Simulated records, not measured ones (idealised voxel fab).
Name of the process module below: voxel tone inversion
The width of the displayed cross-section, cut, is 300 nm; its cells are square, with a size of 5 nm.
Think of the cross-section as a grid of square cells. We describe it in bands, top to bottom, and each band covers one or more rows of those cells.
Basically the band line says how high the top is and how high the bottom is, in nm, and then what's in it from left to right, every material with its width in nm. Empty space shows up as "blank", and if a single material carries "everywhere" it runs the full band edge to edge.
Zero point of the height axis is 0; under it, received wafer = one material. Lowest band: continues down indefinitely, "0 -> down".
The expression "30 to 40" gives the width at the extremes of the band, the first number at its top row of cells and the second at its bottom row, with the width changing by equal amounts from each row to the next in between.
Take "no alterations made" at face value: in the step it is given for, the cross-section changed in none of its cells.
What "Fully enclosed voids" gives you is every empty space of 8 cells or more that is cut off from the top. Each appears as width x height at distance, with the distance taken from the left edge and width, height and distance all in nm.
If you see something after the settings on a step's line, that's the simulator's own remark about that step.
Steps that use a mask can have "overlay nm" on their line. It says how far the mask sat to the right of where it was meant to be. Negative means to the left.

### Process steps - plan
1. op RECEIVE | material Si
2. op CONFORMAL_DEP | material SiN | thk nm 5
3. op DIRECTIONAL_DEP | material polySi | thk nm 15
4. op PATTERN | tone cover | mask id POSTS | material resist | width nm 15 | pitch nm 40 | thk nm 20 | overlay nm 0
5. op DIRECTIONAL_ETCH | etch materials polySi | depth nm 15
6. op STRIP | etch materials resist
7. op FILL_DEP | material SiO2 | thk nm 10
8. op CMP | height nm 20
9. op STRIP | etch materials polySi
10. op CONFORMAL_DEP | material TiN | thk nm 5
11. op FILL_DEP | material Ru | thk nm 10
12. op CMP | height nm 20
13. op CONFORMAL_DEP | material SiN | thk nm 5

### First of two wafers: run as planned

### Cross-section of the wafer at receipt, which is the condition after step 1
    0 -> down | Si everywhere
    Fully enclosed voids: none

### Presented here is a cross-section of the wafer after step 2 has been performed
    5 -> 0 | SiN everywhere
    For the remainder of the cross-section, below 0, there is no change.

### Presented here is a cross-section of the wafer after step 3 has been performed
    20 -> 5 | polySi everywhere
    For the remainder of the cross-section, below 5, there is no change.

### Presented here is a cross-section of the wafer after step 4 has been performed
    40 -> 20 | 100 blank, then 15 resist, then 25 blank, then 15 resist, then 25 blank, then 15 resist, then 105 blank
    For the remainder of the cross-section, below 20, there is no change.

### Presented here is a cross-section of the wafer after step 5 has been performed
    40 -> 20 | 100 blank, then 15 resist, then 25 blank, then 15 resist, then 25 blank, then 15 resist, then 105 blank
    20 -> 5 | 100 blank, then 15 polySi, then 25 blank, then 15 polySi, then 25 blank, then 15 polySi, then 105 blank
    For the remainder of the cross-section, below 5, there is no change.

### Presented here is a cross-section of the wafer after step 6 has been performed
    20 -> 5 | 100 blank, then 15 polySi, then 25 blank, then 15 polySi, then 25 blank, then 15 polySi, then 105 blank
    For the remainder of the cross-section, below 5, there is no change.

### Presented here is a cross-section of the wafer after step 7 has been performed
    30 -> 20 | SiO2 everywhere
    20 -> 5 | 100 SiO2, then 15 polySi, then 25 SiO2, then 15 polySi, then 25 SiO2, then 15 polySi, then 105 SiO2
    For the remainder of the cross-section, below 5, there is no change.

### Presented here is a cross-section of the wafer after step 8 has been performed
    20 -> 5 | 100 SiO2, then 15 polySi, then 25 SiO2, then 15 polySi, then 25 SiO2, then 15 polySi, then 105 SiO2
    For the remainder of the cross-section, below 5, there is no change.

### Presented here is a cross-section of the wafer after step 9 has been performed
    20 -> 5 | 100 SiO2, then 15 blank, then 25 SiO2, then 15 blank, then 25 SiO2, then 15 blank, then 105 SiO2
    For the remainder of the cross-section, below 5, there is no change.

### Presented here is a cross-section of the wafer after step 10 has been performed
    25 -> 20 | 105 TiN, then 5 blank, then 35 TiN, then 5 blank, then 35 TiN, then 5 blank, then 110 TiN
    20 -> 10 | 100 SiO2, then 5 TiN, then 5 blank, then 5 TiN, then 25 SiO2, then 5 TiN, then 5 blank, then 5 TiN, then 25 SiO2, then 5 TiN, then 5 blank, then 5 TiN, then 105 SiO2
    10 -> 5 | 100 SiO2, then 15 TiN, then 25 SiO2, then 15 TiN, then 25 SiO2, then 15 TiN, then 105 SiO2
    For the remainder of the cross-section, below 5, there is no change.

### Presented here is a cross-section of the wafer after step 11 has been performed
    35 -> 25 | Ru everywhere
    25 -> 20 | 105 TiN, then 5 Ru, then 35 TiN, then 5 Ru, then 35 TiN, then 5 Ru, then 110 TiN
    20 -> 10 | 100 SiO2, then 5 TiN, then 5 Ru, then 5 TiN, then 25 SiO2, then 5 TiN, then 5 Ru, then 5 TiN, then 25 SiO2, then 5 TiN, then 5 Ru, then 5 TiN, then 105 SiO2
    For the remainder of the cross-section, below 10, there is no change.

### Presented here is a cross-section of the wafer after step 12 has been performed
    20 -> 10 | 100 SiO2, then 5 TiN, then 5 Ru, then 5 TiN, then 25 SiO2, then 5 TiN, then 5 Ru, then 5 TiN, then 25 SiO2, then 5 TiN, then 5 Ru, then 5 TiN, then 105 SiO2
    For the remainder of the cross-section, below 10, there is no change.

### Presented here is a cross-section of the wafer after step 13 has been performed
    25 -> 20 | SiN everywhere
    For the remainder of the cross-section, below 20, there is no change.

### Wafer two. Identical start, identical plan. One mistake in execution. Identical history through step 3

### Second wafer profile in section, at the moment step 4 of the plan was meant to be complete
    40 -> 20 | 100 resist, then 15 blank, then 25 resist, then 15 blank, then 25 resist, then 15 blank, then 105 resist
    For the remainder of the cross-section, below 20, there is no change.

### Second wafer profile in section, at the moment step 5 of the plan was meant to be complete
    40 -> 20 | 100 resist, then 15 blank, then 25 resist, then 15 blank, then 25 resist, then 15 blank, then 105 resist
    20 -> 5 | 100 polySi, then 15 blank, then 25 polySi, then 15 blank, then 25 polySi, then 15 blank, then 105 polySi
    For the remainder of the cross-section, below 5, there is no change.

### Second wafer profile in section, at the moment step 6 of the plan was meant to be complete
    20 -> 5 | 100 polySi, then 15 blank, then 25 polySi, then 15 blank, then 25 polySi, then 15 blank, then 105 polySi
    For the remainder of the cross-section, below 5, there is no change.

### Second wafer profile in section, at the moment step 7 of the plan was meant to be complete
    30 -> 20 | SiO2 everywhere
    20 -> 5 | 100 polySi, then 15 SiO2, then 25 polySi, then 15 SiO2, then 25 polySi, then 15 SiO2, then 105 polySi
    For the remainder of the cross-section, below 5, there is no change.

### Second wafer profile in section, at the moment step 8 of the plan was meant to be complete
    20 -> 5 | 100 polySi, then 15 SiO2, then 25 polySi, then 15 SiO2, then 25 polySi, then 15 SiO2, then 105 polySi
    For the remainder of the cross-section, below 5, there is no change.

### Second wafer profile in section, at the moment step 9 of the plan was meant to be complete
    20 -> 5 | 100 blank, then 15 SiO2, then 25 blank, then 15 SiO2, then 25 blank, then 15 SiO2, then 105 blank
    For the remainder of the cross-section, below 5, there is no change.

### Second wafer profile in section, at the moment step 10 of the plan was meant to be complete
    25 -> 20 | 95 blank, then 25 TiN, then 15 blank, then 25 TiN, then 15 blank, then 25 TiN, then 100 blank
    20 -> 10 | 95 blank, then 5 TiN, then 15 SiO2, then 5 TiN, then 15 blank, then 5 TiN, then 15 SiO2, then 5 TiN, then 15 blank, then 5 TiN, then 15 SiO2, then 5 TiN, then 100 blank
    10 -> 5 | 100 TiN, then 15 SiO2, then 25 TiN, then 15 SiO2, then 25 TiN, then 15 SiO2, then 105 TiN
    For the remainder of the cross-section, below 5, there is no change.

### Second wafer profile in section, at the moment step 11 of the plan was meant to be complete
    35 -> 25 | Ru everywhere
    25 -> 20 | 95 Ru, then 25 TiN, then 15 Ru, then 25 TiN, then 15 Ru, then 25 TiN, then 100 Ru
    20 -> 10 | 95 Ru, then 5 TiN, then 15 SiO2, then 5 TiN, then 15 Ru, then 5 TiN, then 15 SiO2, then 5 TiN, then 15 Ru, then 5 TiN, then 15 SiO2, then 5 TiN, then 100 Ru
    For the remainder of the cross-section, below 10, there is no change.

### Second wafer profile in section, at the moment step 12 of the plan was meant to be complete
    20 -> 10 | 95 Ru, then 5 TiN, then 15 SiO2, then 5 TiN, then 15 Ru, then 5 TiN, then 15 SiO2, then 5 TiN, then 15 Ru, then 5 TiN, then 15 SiO2, then 5 TiN, then 100 Ru
    For the remainder of the cross-section, below 10, there is no change.

### Second wafer profile in section, at the moment step 13 of the plan was meant to be complete
    25 -> 20 | SiN everywhere
    For the remainder of the cross-section, below 20, there is no change.
what went wrong: step 4 ran differently from the plan; actual operation with settings: op PATTERN | tone open | mask id POSTS | material resist | width nm 15 | pitch nm 40 | thk nm 20 | overlay nm 0
The final cell counts differ between the wafers, with the second having more or fewer of some materials than the first: 84 more of Ru | 126 fewer of SiO2 | 42 more of TiN
